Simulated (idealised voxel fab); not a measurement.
The name of this process module is voxel self aligned contacts.
It is cross-section cut that appears here, measuring 200 nm in width, its square cells being 5 nm in size.
If you're reading a cross-section in this doc, picture square cells in a grid; it comes to you as bands, top ones listed first down to the bottom, and a band can be one or more rows of cells. First you get the band's top height and its bottom height, in nm, and then the materials it's made of, left to right, with each width in nm. If you see a single material with "edge to edge", that one covers the band edge to edge. "blank" is empty space. Zero point of the height axis is 0; under it, received wafer = one material. Lowest band: continues down indefinitely, "top 0, no bottom". Width "30..40": first value at the band's top row of cells, second value at its bottom row, equal change from row to row. Where a step carries "no modification", the cross-section came out of it unchanged, cell for cell. If an empty space has no open way to the top and is at least 8 cells in size, "Unvented internal voids" lists it, written width x height at distance, where distance is measured from the left edge and every value is in nm. Anything after a step's settings on that line? It's the simulator's own note about the step. The optional step-line setting "overlay nm" applies to steps with a mask and quantifies how far to the right of its planned location the mask lay, a negative value indicating leftward placement.
### Steps planned for the process
- 1: RECEIVE with material Si
- 2: OXIDIZE with depth nm 5
- 3: DIRECTIONAL_DEP with material polySi, thk nm 30
- 4: DIRECTIONAL_DEP with material SiN, thk nm 20
- 5: MASKED_ETCH with tone cover, mask id GATE, width nm 30, pitch nm 65, etch materials SiN, depth nm 20, overlay nm 0
- 6: MASKED_ETCH with tone cover, mask id GATE, width nm 30, pitch nm 65, etch materials polySi, depth nm 30, overlay nm 0
- 7: CONFORMAL_DEP with material SiN, thk nm 10
- 8: DIRECTIONAL_ETCH with etch materials SiN, depth nm 10
- 9: FILL_DEP with material SiO2, thk nm 20
- 10: CMP with height nm 60
- 11: PATTERN with tone open, mask id CONTACT, material resist, width nm 45, thk nm 20, overlay nm 0
- 12: DIRECTIONAL_ETCH with etch materials SiO2, depth nm 65
- 13: STRIP with etch materials resist
- 14: CONFORMAL_DEP with material TiN, thk nm 5
- 15: FILL_DEP with material W, thk nm 10
- 16: CMP with height nm 60
- 17: CONFORMAL_DEP with material SiN, thk nm 5
### As received (post step 1): cross-section
	top 0, no bottom  Si edge to edge
	Unvented internal voids: none
### Wafer at module end, in section. Began as above, planned as above, run with one mistake
	top 65, bottom 60  SiN edge to edge
	top 60, bottom 50  75 nm SiO2, then 5..20 nm TiN, then 35..5 nm W, then 5..20 nm TiN, then 80 nm SiO2
	top 50, bottom 45  40 nm SiO2, then 50 nm SiN, then 5 nm TiN, then 5 nm W, then 5 nm TiN, then 50 nm SiN, then 45 nm SiO2
	top 45, bottom 40  40 nm SiO2, then 50 nm SiN, then 15 nm TiN, then 50 nm SiN, then 45 nm SiO2
	top 40, bottom 30  SiN edge to edge
	top 30, bottom 0  polySi edge to edge
	top 0, bottom -5  SiO2 edge to edge
	top -5, no bottom  Si edge to edge
	Unvented internal voids: none
Plan not followed: planned and actual differ for step 5; actual: MASKED_ETCH with tone cover, mask id GATE, width nm 30, pitch nm 65, etch materials SiN, depth nm 10, overlay nm 0
